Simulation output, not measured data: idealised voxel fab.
The following is a process module called voxel transistor to metal.
This is section cut - it's 215 nm across, gridded in 5 nm square cells.
For the purposes of this document, a cross-section shall be understood as a grid of square cells, specified as bands listed in top-to-bottom order, each band consisting of one or more rows of cells. This entry defines a band. It first specifies the height of the band's top and the height of its bottom in nm, and then specifies the band's materials from left to right, stating each material with its width in nm. The word "all across" identifies a single material that fills the band from edge to edge, while the word "blank" identifies empty space. The reference from which all heights are counted is 0, the level beneath which the as-received wafer is entirely one material; the lowest band, having no lower bound, proceeds downward and is written after the example "0 and below". The notation "30->40" denotes a width that varies across the rows of cells in the band, beginning at the first number in the top row, finishing at the second number in the bottom row, and changing by an identical amount from each row to the next. Step note "remained the same" = no cross-section cell changed. "Closed-off voids" means: voids of 8 cells or more that are shut off from the top with no open way through. Written width x height at distance, distance from the left edge, in nm. Anything after a step's settings on that line? It's the simulator's own note about the step. overlay nm: for a step with a mask, the amount by which the mask lay right of where it was planned; a negative amount means left of it.
SET OUT BELOW ARE THE PLANNED STEPS OF THE PROCESS
1. RECEIVE [material Si]
2. OXIDIZE [depth nm 5]
3. CONFORMAL_DEP [material SiN] [thk nm 10]
4. MASKED_ETCH [tone cover] [mask id ACTIVE] [width nm 125] [etch materials SiN] [depth nm 10] [overlay nm 0]
5. MASKED_ETCH [tone cover] [mask id ACTIVE] [width nm 125] [etch materials SiO2] [depth nm 5] [overlay nm 0]
6. MASKED_ETCH [tone cover] [mask id ACTIVE] [width nm 125] [etch materials Si] [depth nm 20] [overlay nm 0]
7. FILL_DEP [material SiO2] [thk nm 5]
8. CMP [height nm 10]
9. SELECTIVE_ETCH [etch materials SiO2] [depth nm 10]
10. STRIP [etch materials SiN]
11. SELECTIVE_ETCH [etch materials SiO2] [depth nm 5]
12. OXIDIZE [depth nm 5]
13. DIRECTIONAL_DEP [material polySi] [thk nm 20]
14. DIRECTIONAL_DEP [material SiCN] [thk nm 15]
15. DIRECTIONAL_DEP [material aC] [thk nm 15]
16. PATTERN [tone cover] [mask id GATE] [material resist] [width nm 35] [thk nm 35] [overlay nm 0]
17. DIRECTIONAL_ETCH [etch materials aC] [depth nm 15]
18. STRIP [etch materials resist]
19. DIRECTIONAL_ETCH [etch materials SiCN] [depth nm 25]
20. DIRECTIONAL_ETCH [etch materials polySi] [depth nm 30]
21. STRIP [etch materials aC]
22. CONFORMAL_DEP [material SiO2] [thk nm 5]
23. DIRECTIONAL_ETCH [etch materials SiO2] [depth nm 5]
24. CONFORMAL_DEP [material SiN] [thk nm 10]
25. DIRECTIONAL_ETCH [etch materials SiN] [depth nm 10]
26. DIRECTIONAL_ETCH [etch materials SiO2] [depth nm 5]
27. DIRECTIONAL_ETCH [etch materials Si] [depth nm 5]
28. EPI [material pSi] [thk nm 5]
29. FILL_DEP [material SiO2] [thk nm 10]
30. CMP [height nm 15]
31. STRIP [etch materials polySi]
32. SELECTIVE_ETCH [etch materials SiO2] [depth nm 5]
33. CONFORMAL_DEP [material HfO2] [thk nm 5]
34. CONFORMAL_DEP [material TiN] [thk nm 5]
35. FILL_DEP [material W] [thk nm 10]
36. CMP [height nm 10]
37. DIRECTIONAL_DEP [material SiO2] [thk nm 10]
38. PATTERN [tone open] [mask id CONTACT] [material resist] [width nm 20] [pitch nm 85] [thk nm 15] [overlay nm 0]
39. DIRECTIONAL_ETCH [etch materials SiO2] [depth nm 30]
40. STRIP [etch materials resist]
41. CONFORMAL_DEP [material TiN] [thk nm 5]
42. FILL_DEP [material Ru] [thk nm 5]
43. CMP [height nm 20]
44. DIRECTIONAL_DEP [material TiN] [thk nm 5]
45. DIRECTIONAL_DEP [material W] [thk nm 15]
46. DIRECTIONAL_DEP [material aC] [thk nm 15]
47. PATTERN [tone cover] [mask id METAL_1] [material resist] [width nm 20] [pitch nm 85] [thk nm 35] [overlay nm 0]
48. DIRECTIONAL_ETCH [etch materials aC] [depth nm 15]
49. STRIP [etch materials resist]
50. DIRECTIONAL_ETCH [etch materials W] [depth nm 15]
51. DIRECTIONAL_ETCH [etch materials TiN] [depth nm 5]
52. STRIP [etch materials aC]
53. FILL_DEP [material lowk] [thk nm 10]
54. CMP [height nm 40]
55. CONFORMAL_DEP [material SiCN] [thk nm 5]
AS RECEIVED, AFTER STEP 1
    0 and below: Si all across
    Closed-off voids: none
HERE'S THE WAFER CUT IN CROSS-SECTION AFTER THE MODULE, STARTED AND PLANNED JUST LIKE ABOVE, EXCEPT ONE THING WAS DONE WRONG IN THE RUN
    45 down to 40: SiCN all across
    40 down to 25: 60 lowk / 20 W / 65 lowk / 20 W / 50 lowk
    25 down to 20: 60 lowk / 20 TiN / 65 lowk / 20 TiN / 50 lowk
    20 down to 10: 55 SiO2 / 5 TiN / 10 Ru / 5 TiN / 65 SiO2 / 5 TiN / 10 Ru / 5 TiN / 55 SiO2
    10 down to 0: 55 SiO2 / 5 TiN / 10 Ru / 5 TiN / 10 SiN / 5 HfO2 / 5 TiN / 25 W / 5 TiN / 5 HfO2 / 10 SiN / 5 TiN / 10 Ru / 5 TiN / 55 SiO2
    0 down to -5: 55 SiO2 / 5 TiN / 5 Ru / 10 TiN / 10 SiN / 5 HfO2 / 35 TiN / 5 HfO2 / 10 SiN / 10 TiN / 5 Ru / 5 TiN / 55 SiO2
    -5 down to -10: 55 SiO2 / 15 TiN / 5 pSi / 10 SiO2 / 45 HfO2 / 10 SiO2 / 5 pSi / 15 TiN / 55 SiO2
    -10 down to -15: 45 SiO2 / 30 pSi / 65 Si / 30 pSi / 45 SiO2
    -15 down to -25: 45 SiO2 / 125 Si / 45 SiO2
    -25 and below: Si all across
    Closed-off voids: none
What went wrong in running the wafer? off-plan run, step 47, actual operation and settings PATTERN [tone cover] [mask id METAL_1] [material resist] [width nm 20] [pitch nm 85] [thk nm 35] [overlay nm 5]
